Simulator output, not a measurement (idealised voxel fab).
process module | voxel capacitor over wiring
cross-section cut | 165 nm wide | cells 5 nm
A cross-section is a grid of square cells, given in bands from the top down. A band is one or more rows of cells.
Each band's line starts with the height of the band's top and of its bottom, in nm. Then come its materials from left to right, each with its width in nm. One material with "throughout" fills the band from edge to edge. "air" is empty space.
Height 0 is the level under which the wafer as received is all one material. The lowest band goes on downwards, as in "0 down".
A width such as "30 to 40" changes by the same amount from each row of cells to the next, from the band's top row to its bottom row.
"no change" after a step means that no cell of the cross-section changed.
closed voids: empty space of 8 cells or more with no open way to the top, each as width x height at its distance from the left edge, in nm
after a step's settings: what the simulator itself notes on the step
overlay nm, on a step with a mask: how far to the right of its planned place the mask lay; to the left if negative
plan
1 op RECEIVE | material Si
2 op CONFORMAL_DEP | material SiO2 | thk nm 15
3 op CONFORMAL_DEP | material SiN | thk nm 5
4 op DIRECTIONAL_DEP | material lowk | thk nm 20
5 op PATTERN | tone open | mask id METAL_1 | material resist | width nm 25 | pitch nm 90 | thk nm 15 | overlay nm 0
6 op DIRECTIONAL_ETCH | etch materials lowk | depth nm 20
7 op DIRECTIONAL_ETCH | etch materials SiN | depth nm 5
8 op STRIP | etch materials resist
9 op CONFORMAL_DEP | material TiN | thk nm 5
10 op FILL_DEP | material W | thk nm 10
11 op CMP | height nm 40
12 op CONFORMAL_DEP | material SiCN | thk nm 5
13 op DIRECTIONAL_DEP | material SiO2 | thk nm 15
14 op MASKED_ETCH | tone open | mask id PLUG_1 | width nm 15 | etch materials SiO2 | depth nm 15 | overlay nm 0
15 op MASKED_ETCH | tone open | mask id PLUG_1 | width nm 15 | etch materials SiCN | depth nm 5 | overlay nm 0
16 op EPI | material Ru | thk nm 10
17 op EPI | material Ru | thk nm 10
18 op DIRECTIONAL_DEP | material TiN | thk nm 10
19 op DIRECTIONAL_DEP | material SiN | thk nm 5
20 op DIRECTIONAL_DEP | material TiN | thk nm 10
21 op PATTERN | tone cover | mask id UPPER_PLATE | material resist | width nm 70 | thk nm 20 | overlay nm 0
22 op DIRECTIONAL_ETCH | etch materials TiN | depth nm 10
23 op DIRECTIONAL_ETCH | etch materials SiN | depth nm 5
24 op STRIP | etch materials resist
25 op MASKED_ETCH | tone cover | mask id LOWER_PLATE | width nm 80 | etch materials TiN | depth nm 10 | overlay nm 0
26 op FILL_DEP | material SiO2 | thk nm 20
27 op CMP | height nm 100
28 op DIRECTIONAL_DEP | material aC | thk nm 15
29 op PATTERN | tone open | mask id PLUG_2 | material resist | width nm 15 | thk nm 35 | overlay nm 0
30 op DIRECTIONAL_ETCH | etch materials aC | depth nm 15
31 op STRIP | etch materials resist
32 op DIRECTIONAL_ETCH | etch materials SiO2 | depth nm 15
33 op STRIP | etch materials aC
34 op CONFORMAL_DEP | material TiN | thk nm 5
35 op FILL_DEP | material Ru | thk nm 10
36 op CMP | height nm 100
37 op CONFORMAL_DEP | material SiCN | thk nm 5
as received, after step 1
  0 down: Si throughout
  closed voids: none
first wafer at the end, as planned
  105 to 100: SiCN throughout
  100 to 90: SiO2 45 | TiN 5 | Ru 5 | TiN 5 | SiO2 105
  90 to 85: SiO2 45 | TiN 15 | SiO2 105
  85 to 75: SiO2 35 | TiN 70 | SiO2 60
  75 to 70: SiO2 35 | SiN 70 | SiO2 60
  70 to 60: SiO2 30 | TiN 80 | SiO2 55
  60 to 45: SiO2 35 | Ru 15 | SiO2 115
  45 to 40: SiCN 35 | Ru 15 | SiCN 115
  40 to 20: lowk 25 | TiN 5 | W 15 | TiN 5 | lowk 65 | TiN 5 | W 15 | TiN 5 | lowk 25
  20 to 15: SiN 25 | TiN 25 | SiN 65 | TiN 25 | SiN 25
  15 to 0: SiO2 throughout
  0 down: Si throughout
  closed voids: none
second wafer at the end: like start, like plan, one mistake
  105 to 100: SiCN throughout
  100 to 90: SiO2 45 | TiN 5 | Ru 5 | TiN 5 | SiO2 105
  90 to 85: SiO2 45 | TiN 15 | SiO2 105
  85 to 75: SiO2 35 | TiN 70 | SiO2 60
  75 to 70: SiO2 35 | SiN 70 | SiO2 60
  70 to 60: SiO2 30 | TiN 85 | SiO2 50
  60 to 45: SiO2 35 | Ru 15 | SiO2 115
  45 to 40: SiCN 35 | Ru 15 | SiCN 115
  40 to 20: lowk 25 | TiN 5 | W 15 | TiN 5 | lowk 65 | TiN 5 | W 15 | TiN 5 | lowk 25
  20 to 15: SiN 25 | TiN 25 | SiN 65 | TiN 25 | SiN 25
  15 to 0: SiO2 throughout
  0 down: Si throughout
  closed voids: none
what went wrong: step 25 ran as: op MASKED_ETCH | tone cover | mask id LOWER_PLATE | width nm 85 | etch materials TiN | depth nm 10 | overlay nm 0
at the end the second wafer has, in cells: 2 fewer of SiO2 | 2 more of TiN
